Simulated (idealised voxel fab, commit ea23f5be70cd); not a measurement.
process module | voxel capacitor over wiring
cross-section cut | 210 nm wide | cells 5 nm
A cross-section is a grid of square cells, given in bands from the top down. A band is one or more rows of cells.
Each band's line starts with the height of the band's top and of its bottom, in nm. Then come its materials from left to right, each with its width in nm. One material with "throughout" fills the band from edge to edge. "air" is empty space.
Height 0 is the level under which the wafer as received is all one material. The lowest band goes on downwards, as in "0 down".
A width such as "30 to 40" changes by the same amount from each row of cells to the next, from the band's top row to its bottom row.
"no change" after a step means that no cell of the cross-section changed.
closed voids: empty space of 8 cells or more with no open way to the top, each as width x height at its distance from the left edge, in nm
after a step's settings: what the simulator itself notes on the step
overlay nm, on a step with a mask: how far to the right of its planned place the mask lay; to the left if negative
plan
1 op RECEIVE | material Si
2 op CONFORMAL_DEP | material SiO2 | thk nm 15
3 op CONFORMAL_DEP | material SiCN | thk nm 5
4 op DIRECTIONAL_DEP | material SiO2 | thk nm 20
5 op PATTERN | tone open | mask id METAL_1 | material resist | width nm 20 | pitch nm 80 | thk nm 15 | overlay nm 0
6 op DIRECTIONAL_ETCH | etch materials SiO2 | depth nm 20
7 op DIRECTIONAL_ETCH | etch materials SiCN | depth nm 5
8 op STRIP | etch materials resist
9 op CONFORMAL_DEP | material TiN | thk nm 5
10 op FILL_DEP | material W | thk nm 10
11 op CMP | height nm 40
12 op EPI | material Ru | thk nm 5
13 op FILL_DEP | material SiCN | thk nm 5
14 op DIRECTIONAL_DEP | material lowk | thk nm 15
15 op MASKED_ETCH | tone open | mask id PLUG_1 | width nm 15 | etch materials lowk | depth nm 15 | overlay nm 0
16 op MASKED_ETCH | tone open | mask id PLUG_1 | width nm 15 | etch materials SiCN | depth nm 5 | overlay nm 0
17 op EPI | material Ru | thk nm 10
18 op EPI | material Ru | thk nm 10
19 op DIRECTIONAL_DEP | material TiN | thk nm 5
20 op DIRECTIONAL_DEP | material HfO2 | thk nm 5
21 op DIRECTIONAL_DEP | material TiN | thk nm 5
22 op PATTERN | tone cover | mask id UPPER_PLATE | material resist | width nm 65 | thk nm 20 | overlay nm 0
23 op DIRECTIONAL_ETCH | etch materials TiN | depth nm 5
24 op DIRECTIONAL_ETCH | etch materials HfO2 | depth nm 5
25 op STRIP | etch materials resist
26 op MASKED_ETCH | tone cover | mask id LOWER_PLATE | width nm 75 | etch materials TiN | depth nm 5 | overlay nm 0
27 op FILL_DEP | material SiO2 | thk nm 20
28 op CMP | height nm 95
29 op PATTERN | tone open | mask id PLUG_2 | material resist | width nm 15 | thk nm 20 | overlay nm 0
30 op DIRECTIONAL_ETCH | etch materials SiO2 | depth nm 15
31 op STRIP | etch materials resist
32 op CONFORMAL_DEP | material TiN | thk nm 5
33 op FILL_DEP | material Cu | thk nm 10
34 op CMP | height nm 95
35 op CONFORMAL_DEP | material SiN | thk nm 5
first wafer, as planned
as received, after step 1
  0 down: Si throughout
  closed voids: none
after step 2
  15 to 0: SiO2 throughout
  below 0: unchanged
after step 3
  20 to 15: SiCN throughout
  below 15: unchanged
after step 4
  40 to 20: SiO2 throughout
  below 20: unchanged
after step 5
  55 to 40: resist 55 | air 20 | resist 60 | air 20 | resist 55
  below 40: unchanged
after step 6
  55 to 40: resist 55 | air 20 | resist 60 | air 20 | resist 55
  40 to 20: SiO2 55 | air 20 | SiO2 60 | air 20 | SiO2 55
  below 20: unchanged
after step 7
  55 to 40: resist 55 | air 20 | resist 60 | air 20 | resist 55
  40 to 20: SiO2 55 | air 20 | SiO2 60 | air 20 | SiO2 55
  20 to 15: SiCN 55 | air 20 | SiCN 60 | air 20 | SiCN 55
  below 15: unchanged
after step 8
  40 to 20: SiO2 55 | air 20 | SiO2 60 | air 20 | SiO2 55
  below 20: unchanged
after step 9
  45 to 40: TiN 60 | air 10 | TiN 70 | air 10 | TiN 60
  40 to 20: SiO2 55 | TiN 5 | air 10 | TiN 5 | SiO2 60 | TiN 5 | air 10 | TiN 5 | SiO2 55
  20 to 15: SiCN 55 | TiN 20 | SiCN 60 | TiN 20 | SiCN 55
  below 15: unchanged
after step 10
  55 to 45: W throughout
  45 to 40: TiN 60 | W 10 | TiN 70 | W 10 | TiN 60
  40 to 20: SiO2 55 | TiN 5 | W 10 | TiN 5 | SiO2 60 | TiN 5 | W 10 | TiN 5 | SiO2 55
  below 20: unchanged
after step 11
  40 to 20: SiO2 55 | TiN 5 | W 10 | TiN 5 | SiO2 60 | TiN 5 | W 10 | TiN 5 | SiO2 55
  below 20: unchanged
after step 12
  45 to 40: air 50 | Ru 30 | air 50 | Ru 30 | air 50
  below 40: unchanged
after step 13
  50 to 45: SiCN throughout
  45 to 40: SiCN 50 | Ru 30 | SiCN 50 | Ru 30 | SiCN 50
  below 40: unchanged
after step 14
  65 to 50: lowk throughout
  below 50: unchanged
after step 15
  65 to 50: lowk 60 | air 15 | lowk 135
  below 50: unchanged
after step 16
  65 to 50: lowk 60 | air 15 | lowk 135
  50 to 45: SiCN 60 | air 15 | SiCN 135
  below 45: unchanged
after step 17
  65 to 55: lowk 60 | air 15 | lowk 135
  55 to 50: lowk 60 | Ru 15 | lowk 135
  50 to 45: SiCN 60 | Ru 15 | SiCN 135
  below 45: unchanged
after step 18
  65 to 50: lowk 60 | Ru 15 | lowk 135
  below 50: unchanged
after step 19
  70 to 65: TiN throughout
  below 65: unchanged
after step 20
  75 to 70: HfO2 throughout
  below 70: unchanged
after step 21
  80 to 75: TiN throughout
  below 75: unchanged
after step 22
  100 to 80: air 60 | resist 65 | air 85
  below 80: unchanged
after step 23
  100 to 80: air 60 | resist 65 | air 85
  80 to 75: air 60 | TiN 65 | air 85
  below 75: unchanged
after step 24
  100 to 80: air 60 | resist 65 | air 85
  80 to 75: air 60 | TiN 65 | air 85
  75 to 70: air 60 | HfO2 65 | air 85
  below 70: unchanged
after step 25
  80 to 75: air 60 | TiN 65 | air 85
  below 75: unchanged
after step 26
  80 to 75: air 60 | TiN 65 | air 85
  75 to 70: air 60 | HfO2 65 | air 85
  70 to 65: air 55 | TiN 75 | air 80
  below 65: unchanged
after step 27
  100 to 80: SiO2 throughout
  80 to 75: SiO2 60 | TiN 65 | SiO2 85
  75 to 70: SiO2 60 | HfO2 65 | SiO2 85
  70 to 65: SiO2 55 | TiN 75 | SiO2 80
  below 65: unchanged
after step 28
  95 to 80: SiO2 throughout
  below 80: unchanged
after step 29
  115 to 95: resist 70 | air 15 | resist 125
  below 95: unchanged
after step 30
  115 to 95: resist 70 | air 15 | resist 125
  95 to 80: SiO2 70 | air 15 | SiO2 125
  below 80: unchanged
after step 31
  95 to 80: SiO2 70 | air 15 | SiO2 125
  below 80: unchanged
after step 32
  100 to 95: TiN 75 | air 5 | TiN 130
  95 to 85: SiO2 70 | TiN 5 | air 5 | TiN 5 | SiO2 125
  85 to 75: SiO2 70 to 60 | TiN 15 to 65 | SiO2 125 to 85
  below 75: unchanged
after step 33
  110 to 100: Cu throughout
  100 to 95: TiN 75 | Cu 5 | TiN 130
  95 to 85: SiO2 70 | TiN 5 | Cu 5 | TiN 5 | SiO2 125
  below 85: unchanged
after step 34
  95 to 85: SiO2 70 | TiN 5 | Cu 5 | TiN 5 | SiO2 125
  below 85: unchanged
after step 35
  100 to 95: SiN throughout
  below 95: unchanged
second wafer: like start, like plan, one mistake. Through step 13 it matches the first wafer
when step 14 should have ended
  75 to 50: lowk throughout
  below 50: unchanged
when step 15 should have ended
  75 to 60: lowk 60 | air 15 | lowk 135
  below 60: unchanged
when step 16 should have ended: no change
when step 17 should have ended: no change
when step 18 should have ended: no change
when step 19 should have ended
  80 to 75: TiN 60 | air 15 | TiN 135
  75 to 65: lowk 60 | air 15 | lowk 135
  65 to 60: lowk 60 | TiN 15 | lowk 135
  below 60: unchanged
when step 20 should have ended
  85 to 80: HfO2 60 | air 15 | HfO2 135
  80 to 75: TiN 60 | air 15 | TiN 135
  75 to 70: lowk 60 | air 15 | lowk 135
  70 to 65: lowk 60 | HfO2 15 | lowk 135
  below 65: unchanged
when step 21 should have ended
  90 to 85: TiN 60 | air 15 | TiN 135
  85 to 80: HfO2 60 | air 15 | HfO2 135
  80 to 75: TiN 60 | air 15 | TiN 135
  75 to 70: lowk 60 | TiN 15 | lowk 135
  below 70: unchanged
when step 22 should have ended
  110 to 90: air 60 | resist 65 | air 85
  90 to 85: TiN 60 | resist 15 | TiN 135
  85 to 80: HfO2 60 | resist 15 | HfO2 135
  80 to 75: TiN 60 | resist 15 | TiN 135
  below 75: unchanged
when step 23 should have ended
  110 to 90: air 60 | resist 65 | air 85
  90 to 85: air 60 | resist 15 | TiN 50 | air 85
  below 85: unchanged
when step 24 should have ended
  110 to 90: air 60 | resist 65 | air 85
  90 to 85: air 60 | resist 15 | TiN 50 | air 85
  85 to 80: air 60 | resist 15 | HfO2 50 | air 85
  below 80: unchanged
when step 25 should have ended
  90 to 85: air 75 | TiN 50 | air 85
  85 to 80: air 75 | HfO2 50 | air 85
  80 to 75: TiN 60 | air 15 | TiN 135
  below 75: unchanged
when step 26 should have ended
  90 to 85: air 75 | TiN 50 | air 85
  85 to 80: air 75 | HfO2 50 | air 85
  80 to 75: air 55 | TiN 5 | air 15 | TiN 55 | air 80
  below 75: unchanged
when step 27 should have ended
  110 to 90: SiO2 throughout
  90 to 85: SiO2 75 | TiN 50 | SiO2 85
  85 to 80: SiO2 75 | HfO2 50 | SiO2 85
  80 to 75: SiO2 55 | TiN 5 | SiO2 15 | TiN 55 | SiO2 80
  below 75: unchanged
when step 28 should have ended
  95 to 90: SiO2 throughout
  below 90: unchanged
when step 29 should have ended
  115 to 95: resist 70 | air 15 | resist 125
  below 95: unchanged
when step 30 should have ended
  115 to 95: resist 70 | air 15 | resist 125
  95 to 90: SiO2 70 | air 15 | SiO2 125
  90 to 85: SiO2 70 | air 5 | TiN 50 | SiO2 85
  85 to 80: SiO2 70 | air 5 | HfO2 50 | SiO2 85
  below 80: unchanged
when step 31 should have ended
  95 to 90: SiO2 70 | air 15 | SiO2 125
  below 90: unchanged
when step 32 should have ended
  100 to 95: TiN 75 | air 5 | TiN 130
  95 to 85: SiO2 70 | TiN 15 to 55 | SiO2 125 to 85
  85 to 80: SiO2 70 | TiN 5 | HfO2 50 | SiO2 85
  below 80: unchanged
when step 33 should have ended
  110 to 100: Cu throughout
  100 to 95: TiN 75 | Cu 5 | TiN 130
  below 95: unchanged
when step 34 should have ended
  95 to 85: SiO2 70 | TiN 15 to 55 | SiO2 125 to 85
  below 85: unchanged
when step 35 should have ended
  100 to 95: SiN throughout
  below 95: unchanged
what went wrong: step 14 ran as: op DIRECTIONAL_DEP | material lowk | thk nm 25
at the end the second wafer has, in cells: 2 fewer of Cu | 12 fewer of Ru | 3 more of SiCN | 71 fewer of SiO2 | 2 fewer of TiN | 84 more of lowk
